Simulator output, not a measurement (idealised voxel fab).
You're looking at the process module voxel wiring stack.
The cross-section shown here is cut; it is 195 nm wide and divided into square cells measuring 5 nm on a side.
In this document a cross-section is written as a grid of square cells. It is given as a series of bands, listed from the top down, and a band is one or more rows of cells. For a band, the entry starts with two heights in nm, that of the top and then that of the bottom, and carries on with the band's materials in order from left to right, each alongside its width in nm; the word "all across" beside a single material means it fills the band edge to edge, and "empty" means empty space. Height reference: 0 = level under which incoming wafer is all one material. Lowest band: no bottom, runs on downward, e.g. "top 0, no bottom". The expression "30..40" gives the width at the extremes of the band, the first number at its top row of cells and the second at its bottom row, with the width changing by equal amounts from each row to the next in between. Step marked "nothing altered"? Then no cell in the cross-section changed in it. So "Closed internal cavities" is basically the list of trapped voids: any empty space of 8 cells or more that can't reach the top through an opening. They're written width x height at distance, the distance being from the left edge, and it's all nm. after a step's settings: what the simulator itself notes on the step. The setting "overlay nm" may be written on the line of a step. When the step uses a mask, the value reports how far to the right of the planned place the mask lay, and a negative value reports that it lay to the left.

[The planned process steps are enumerated hereunder]
1) RECEIVE with material Si
2) CONFORMAL_DEP with material SiO2, thk nm 15
3) CONFORMAL_DEP with material SiN, thk nm 5
4) DIRECTIONAL_DEP with material lowk, thk nm 25
5) DIRECTIONAL_DEP with material aC, thk nm 15
6) PATTERN with tone open, mask id METAL_1, material resist, width nm 25, pitch nm 55, thk nm 35, overlay nm 0
7) DIRECTIONAL_ETCH with etch materials aC, depth nm 15
8) STRIP with etch materials resist
9) DIRECTIONAL_ETCH with etch materials lowk, depth nm 25
10) DIRECTIONAL_ETCH with etch materials SiN, depth nm 5
11) STRIP with etch materials aC
12) CONFORMAL_DEP with material TiN, thk nm 5
13) FILL_DEP with material Ru, thk nm 5
14) CMP with height nm 45
15) CONFORMAL_DEP with material SiCN, thk nm 5
16) DIRECTIONAL_DEP with material SiO2, thk nm 30
17) PATTERN with tone open, mask id METAL_2, material resist, width nm 25, pitch nm 55, thk nm 15, overlay nm 0
18) DIRECTIONAL_ETCH with etch materials SiO2, depth nm 20
19) STRIP with etch materials resist
20) DIRECTIONAL_DEP with material aC, thk nm 15
21) PATTERN with tone open, mask id METAL_2_HOLES, material resist, width nm 15, pitch nm 55, thk nm 35, overlay nm 0
22) DIRECTIONAL_ETCH with etch materials aC, depth nm 15
23) STRIP with etch materials resist
24) DIRECTIONAL_ETCH with etch materials SiO2, depth nm 10
25) DIRECTIONAL_ETCH with etch materials SiCN, depth nm 5
26) STRIP with etch materials aC
27) CONFORMAL_DEP with material TiN, thk nm 5
28) FILL_DEP with material Cu, thk nm 5
29) CMP with height nm 80
30) CONFORMAL_DEP with material SiCN, thk nm 5
31) DIRECTIONAL_DEP with material SiO2, thk nm 35
32) PATTERN with tone open, mask id METAL_3_HOLES, material resist, width nm 15, thk nm 20, overlay nm 0
33) DIRECTIONAL_ETCH with etch materials SiO2, depth nm 35
34) STRIP with etch materials resist
35) DIRECTIONAL_DEP with material aC, thk nm 15
36) PATTERN with tone open, mask id METAL_3, material resist, width nm 25, pitch nm 55, thk nm 35, overlay nm 0
37) DIRECTIONAL_ETCH with etch materials aC, depth nm 15
38) STRIP with etch materials resist
39) DIRECTIONAL_ETCH with etch materials SiO2, depth nm 20
40) DIRECTIONAL_ETCH with etch materials SiCN, depth nm 5
41) STRIP with etch materials aC
42) CONFORMAL_DEP with material TiN, thk nm 5
43) FILL_DEP with material Cu, thk nm 10
44) CMP with height nm 120
45) CONFORMAL_DEP with material SiCN, thk nm 5
Be aware that, although all wafers share a common starting state, the width nm at step 21 differs among them, and the plan displays the first wafer's value.

[As-received state after step 1, first of several wafers, cross-section]
top 0, no bottom  Si all across
Closed internal cavities: none

[Here is the cross-section of the first of several wafers at the end of the module, after its last step, step 45]
top 125, bottom 120  SiCN all across
top 120, bottom 105  55 of SiO2 / 5 of TiN / 15 of Cu / 5 of TiN / 30 of SiO2 / 5 of TiN / 15 of Cu / 5 of TiN / 60 of SiO2
top 105, bottom 100  55 of SiO2 / 5 of TiN / 5 of Cu / 15 of TiN / 30 of SiO2 / 25 of TiN / 60 of SiO2
top 100, bottom 85  55 of SiO2 / 5 of TiN / 5 of Cu / 5 of TiN / 125 of SiO2
top 85, bottom 80  55 of SiCN / 15 of TiN / 125 of SiCN
top 80, bottom 65  55 of SiO2 / 5 of TiN / 15 of Cu / 5 of TiN / 30 of SiO2 / 5 of TiN / 15 of Cu / 5 of TiN / 60 of SiO2
top 65, bottom 60  55 of SiO2 / 5 of TiN / 5 of Cu / 15 of TiN / 30 of SiO2 / 5 of TiN / 5 of Cu / 15 of TiN / 60 of SiO2
top 60, bottom 50  55 of SiO2 / 5 of TiN / 5 of Cu / 5 of TiN / 40 of SiO2 / 5 of TiN / 5 of Cu / 5 of TiN / 70 of SiO2
top 50, bottom 45  55 of SiCN / 15 of TiN / 40 of SiCN / 15 of TiN / 70 of SiCN
top 45, bottom 20  55 of lowk / 5 of TiN / 15 of Ru / 5 of TiN / 30 of lowk / 5 of TiN / 15 of Ru / 5 of TiN / 60 of lowk
top 20, bottom 15  55 of SiN / 25 of TiN / 30 of SiN / 25 of TiN / 60 of SiN
top 15, bottom 0  SiO2 all across
top 0, no bottom  Si all across
Closed internal cavities: none

[Last wafer x-sec, end of module]
top 125, bottom 120  SiCN all across
top 120, bottom 105  55 of SiO2 / 5 of TiN / 15 of Cu / 5 of TiN / 30 of SiO2 / 5 of TiN / 15 of Cu / 5 of TiN / 60 of SiO2
top 105, bottom 100  55 of SiO2 / 5 of TiN / 5 of Cu / 15 of TiN / 30 of SiO2 / 25 of TiN / 60 of SiO2
top 100, bottom 85  55 of SiO2 / 5 of TiN / 5 of Cu / 5 of TiN / 125 of SiO2
top 85, bottom 80  55 of SiCN / 15 of TiN / 125 of SiCN
top 80, bottom 70  50 of SiO2 / 5..10 of TiN / 20..15 of Cu / 5 of TiN / 25 of SiO2 / 5..10 of TiN / 20..15 of Cu / 5 of TiN / 60 of SiO2
top 70, bottom 50  55 of SiO2 / 5 of TiN / 15 of Cu / 5 of TiN / 30 of SiO2 / 5 of TiN / 15 of Cu / 5 of TiN / 60 of SiO2
top 50, bottom 45  55 of SiCN / 25 of TiN / 30 of SiCN / 25 of TiN / 60 of SiCN
top 45, bottom 20  55 of lowk / 5 of TiN / 15 of Ru / 5 of TiN / 30 of lowk / 5 of TiN / 15 of Ru / 5 of TiN / 60 of lowk
top 20, bottom 15  55 of SiN / 25 of TiN / 30 of SiN / 25 of TiN / 60 of SiN
top 15, bottom 0  SiO2 all across
top 0, no bottom  Si all across
Closed internal cavities: none

[Rows = wafers. At module end, each row lists per material the cells gained (+) or lost (-) since the wafer was received, then the closed voids]
width nm 15 | +46 Cu | +30 Ru | +108 SiCN | +29 SiN | +523 SiO2 | +94 TiN | +145 lowk | Closed internal cavities: none
width nm 20 | +52 Cu | +30 Ru | +106 SiCN | +29 SiN | +519 SiO2 | +94 TiN | +145 lowk | Closed internal cavities: none
width nm 25 | +54 Cu | +30 Ru | +106 SiCN | +29 SiN | +515 SiO2 | +96 TiN | +145 lowk | Closed internal cavities: none
width nm 30 | +60 Cu | +30 Ru | +104 SiCN | +29 SiN | +511 SiO2 | +96 TiN | +145 lowk | Closed internal cavities: none
